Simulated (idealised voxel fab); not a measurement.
Module name: voxel capacitor over wiring (process module)
Shown is cross-section cut, with a width of 205 nm and square cells of size 5 nm.
When this document writes out a cross-section, it uses a grid of square cells and lists it as bands, beginning at the top and moving down, with a band standing for one or more rows of cells. Top height, bottom height, nm. Materials left to right, width each, nm. Single material + "throughout" = fills band edge to edge. "blank" = empty. Height datum 0, below which the as-received substrate wafer is one material. Lowest band open at the bottom, running downward: "0 nm and below". With a width like "30 to 40", each row of cells in the band differs from the next by the same amount, the top row carrying the first number and the bottom row the second. Step note "no alteration" = no cross-section cell changed. The entry titled "Encapsulated voids" provides the empty spaces that have no open way to the top, restricted to those of 8 cells or more. Each is presented as width x height at distance, the distance being measured from the left edge, with all three in nm. What comes after the settings on a step's line is commentary from the simulator itself on that step. Steps that use a mask can have "overlay nm" on their line. It says how far the mask sat to the right of where it was meant to be. Negative means to the left.

The planned process steps are enumerated hereunder
| 1 | op RECEIVE | material Si |
| 2 | op CONFORMAL_DEP | material SiO2 | thk nm 10 |
| 3 | op CONFORMAL_DEP | material SiCN | thk nm 5 |
| 4 | op DIRECTIONAL_DEP | material SiO2 | thk nm 25 |
| 5 | op PATTERN | tone open | mask id METAL_1 | material resist | width nm 20 | pitch nm 85 | thk nm 15 | overlay nm 0 |
| 6 | op DIRECTIONAL_ETCH | etch materials SiO2 | depth nm 25 |
| 7 | op DIRECTIONAL_ETCH | etch materials SiCN | depth nm 5 |
| 8 | op STRIP | etch materials resist |
| 9 | op CONFORMAL_DEP | material TiN | thk nm 5 |
| 10 | op FILL_DEP | material Cu | thk nm 10 |
| 11 | op CMP | height nm 40 |
| 12 | op CONFORMAL_DEP | material SiCN | thk nm 5 |
| 13 | op DIRECTIONAL_DEP | material SiO2 | thk nm 20 |
| 14 | op DIRECTIONAL_DEP | material aC | thk nm 15 |
| 15 | op PATTERN | tone open | mask id PLUG_1 | material resist | width nm 15 | thk nm 30 | overlay nm 0 |
| 16 | op DIRECTIONAL_ETCH | etch materials aC | depth nm 15 |
| 17 | op STRIP | etch materials resist |
| 18 | op DIRECTIONAL_ETCH | etch materials SiO2 | depth nm 20 |
| 19 | op DIRECTIONAL_ETCH | etch materials SiCN | depth nm 5 |
| 20 | op STRIP | etch materials aC |
| 21 | op EPI | material Ru | thk nm 10 |
| 22 | op EPI | material Ru | thk nm 10 |
| 23 | op EPI | material Ru | thk nm 5 |
| 24 | op DIRECTIONAL_DEP | material TiN | thk nm 5 |
| 25 | op DIRECTIONAL_DEP | material Al2O3 | thk nm 5 |
| 26 | op DIRECTIONAL_DEP | material TiN | thk nm 5 |
| 27 | op MASKED_ETCH | tone cover | mask id UPPER_PLATE | width nm 70 | etch materials TiN | depth nm 5 | overlay nm 0 |
| 28 | op MASKED_ETCH | tone cover | mask id UPPER_PLATE | width nm 70 | etch materials Al2O3 | depth nm 5 | overlay nm 0 |
| 29 | op MASKED_ETCH | tone cover | mask id LOWER_PLATE | width nm 80 | etch materials TiN | depth nm 5 | overlay nm 0 |
| 30 | op FILL_DEP | material SiO2 | thk nm 15 |
| 31 | op CMP | height nm 90 |
| 32 | op DIRECTIONAL_DEP | material aC | thk nm 15 |
| 33 | op PATTERN | tone open | mask id PLUG_2 | material resist | width nm 15 | thk nm 35 | overlay nm 0 |
| 34 | op DIRECTIONAL_ETCH | etch materials aC | depth nm 15 |
| 35 | op STRIP | etch materials resist |
| 36 | op DIRECTIONAL_ETCH | etch materials SiO2 | depth nm 10 |
| 37 | op STRIP | etch materials aC |
| 38 | op CONFORMAL_DEP | material TiN | thk nm 5 |
| 39 | op FILL_DEP | material Cu | thk nm 5 |
| 40 | op CMP | height nm 90 |
| 41 | op CONFORMAL_DEP | material SiCN | thk nm 5 |

Step 1 complete: cross-section of the wafer as received
- 0 nm and below: Si throughout
- Encapsulated voids: none

Starting structure and process plan are as shown above, but one mistake was made in running the module; the wafer cross-section at the end of the module follows
- 95 nm to 90 nm: SiCN throughout
- 90 nm to 85 nm: 55 nm SiO2; 25 nm TiN; 125 nm SiO2
- 85 nm to 80 nm: 55 nm SiO2; 25 nm Al2O3; 125 nm SiO2
- 80 nm to 75 nm: 50 nm SiO2; 75 nm TiN; 80 nm SiO2
- 75 nm to 70 nm: 45 nm SiO2; 35 nm Ru; 45 nm Al2O3; 80 nm SiO2
- 70 nm to 65 nm: 45 nm SiO2; 35 nm Ru; 50 nm TiN; 75 nm SiO2
- 65 nm to 45 nm: 55 nm SiO2; 15 nm Ru; 135 nm SiO2
- 45 nm to 40 nm: 55 nm SiCN; 15 nm Ru; 135 nm SiCN
- 40 nm to 15 nm: 50 nm SiO2; 5 nm TiN; 10 nm Cu; 5 nm TiN; 65 nm SiO2; 5 nm TiN; 10 nm Cu; 5 nm TiN; 50 nm SiO2
- 15 nm to 10 nm: 50 nm SiCN; 20 nm TiN; 65 nm SiCN; 20 nm TiN; 50 nm SiCN
- 10 nm to 0 nm: SiO2 throughout
- 0 nm and below: Si throughout
- Encapsulated voids: none
Which mistake was made when the wafer was run? one of the identical steps 21 and 22 ran twice, and which one cannot be pinned down
